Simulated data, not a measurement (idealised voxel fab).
The document below concerns the process module designated voxel gate over fins.
Cross-sectional view cut (width: 230 nm; square cell size: 5 nm).
A cross-section is written here as square cells arranged in a grid, and it is given in bands from the top down, each band taking up one or more rows of cells.
In this notation a band is specified by the heights of its top and bottom, in that order and in nm, after which its materials appear from left to right, each paired with its width in nm. The word "edge to edge" attached to a single material means that material fills the band from edge to edge; the word "air" stands for empty space.
Heights are expressed relative to 0, this being the level below which the as-received wafer comprises one material exclusively. The lowest band is unbounded in the downward direction and is denoted as in "0..down".
With a width like "30->40", each row of cells in the band differs from the next by the same amount, the top row carrying the first number and the bottom row the second.
"remains unaltered", as given for a step, is the statement that not any cell of the cross-section underwent a change during that step.
Each empty space that has no open way to the top and spans at least 8 cells appears under "Enclosed void catalog" as width x height at distance, the distance counted from the left edge, all in nm.
What comes after the settings on a step's line is commentary from the simulator itself on that step.
For masked steps, "overlay nm" on the step line gives how far right of plan the mask actually lay; a minus sign means it lay to the left.
-- Here's what the planned process steps look like
1. RECEIVE (material Si)
2. CONFORMAL_DEP (material SiN; thk nm 5)
3. DIRECTIONAL_DEP (material aC; thk nm 10)
4. PATTERN (tone cover; mask id FINS; material resist; width nm 15; pitch nm 45; thk nm 25; overlay nm 0)
5. DIRECTIONAL_ETCH (etch materials aC; depth nm 10)
6. STRIP (etch materials resist)
7. DIRECTIONAL_ETCH (etch materials SiN; depth nm 5)
8. DIRECTIONAL_ETCH (etch materials Si; depth nm 35)
9. STRIP (etch materials aC)
10. OXIDIZE (depth nm 5)
11. FILL_DEP (material SiO2; thk nm 15)
12. CMP (height nm 5)
13. SELECTIVE_ETCH (etch materials SiO2; depth nm 20)
14. STRIP (etch materials SiN)
15. CONFORMAL_DEP (material HfO2; thk nm 5)
16. CONFORMAL_DEP (material TiN; thk nm 5)
17. FILL_DEP (material W; thk nm 15)
18. CMP (height nm 20)
19. CONFORMAL_DEP (material SiN; thk nm 5)
-- As-received wafer cross-section (after step 1)
	0..down: Si edge to edge
	Enclosed void catalog: none
-- First of two wafers, end-of-module section, run followed plan
	25..20: SiN edge to edge
	20..10: W edge to edge
	10..5: W (55)  TiN (25)  W (20)  TiN (25)  W (20)  TiN (25)  W (60)
	5..0: W (55)  TiN (5)  HfO2 (15)  TiN (5)  W (20)  TiN (5)  HfO2 (15)  TiN (5)  W (20)  TiN (5)  HfO2 (15)  TiN (5)  W (60)
	0..-5: W (55)  TiN (5)  HfO2 (5)  Si (5)  HfO2 (5)  TiN (5)  W (20)  TiN (5)  HfO2 (5)  Si (5)  HfO2 (5)  TiN (5)  W (20)  TiN (5)  HfO2 (5)  Si (5)  HfO2 (5)  TiN (5)  W (60)
	-5..-10: TiN (60)  HfO2 (5)  Si (5)  HfO2 (5)  TiN (30)  HfO2 (5)  Si (5)  HfO2 (5)  TiN (30)  HfO2 (5)  Si (5)  HfO2 (5)  TiN (65)
	-10..-15: HfO2 (65)  Si (5)  HfO2 (40)  Si (5)  HfO2 (40)  Si (5)  HfO2 (70)
	-15..-40: SiO2 (65)  Si (5)  SiO2 (40)  Si (5)  SiO2 (40)  Si (5)  SiO2 (70)
	-40..down: Si edge to edge
	Enclosed void catalog: none
-- Cross-section of the latter of the two wafers at module completion. It had an identical start and an identical plan to the former; in running it, one mistake was made
	25..20: SiN edge to edge
	20..10: W edge to edge
	10..5: W (50)  TiN (35)  W (10)  TiN (35)  W (10)  TiN (35)  W (55)
	5..0: W (50)  TiN (5)  HfO2 (25)  TiN (5)  W (10)  TiN (5)  HfO2 (25)  TiN (5)  W (10)  TiN (5)  HfO2 (25)  TiN (5)  W (55)
	0..-5: W (50)  TiN (5)  HfO2 (5)  Si (15)  HfO2 (5)  TiN (5)  W (10)  TiN (5)  HfO2 (5)  Si (15)  HfO2 (5)  TiN (5)  W (10)  TiN (5)  HfO2 (5)  Si (15)  HfO2 (5)  TiN (5)  W (55)
	-5..-10: TiN (55)  HfO2 (5)  Si (15)  HfO2 (5)  TiN (20)  HfO2 (5)  Si (15)  HfO2 (5)  TiN (20)  HfO2 (5)  Si (15)  HfO2 (5)  TiN (60)
	-10..-15: HfO2 (60)  Si (15)  HfO2 (30)  Si (15)  HfO2 (30)  Si (15)  HfO2 (65)
	-15..-40: SiO2 (60)  Si (15)  SiO2 (30)  Si (15)  SiO2 (30)  Si (15)  SiO2 (65)
	-40..down: Si edge to edge
	Enclosed void catalog: none
Where did the run depart from the plan? step 4 did not happen as planned, as run it was PATTERN (tone cover; mask id FINS; material resist; width nm 25; pitch nm 45; thk nm 25; overlay nm 0)
Looking at both finished wafers in cells, the second ends up ahead of or behind the first on some materials: +48 Si; -30 SiO2; -18 W
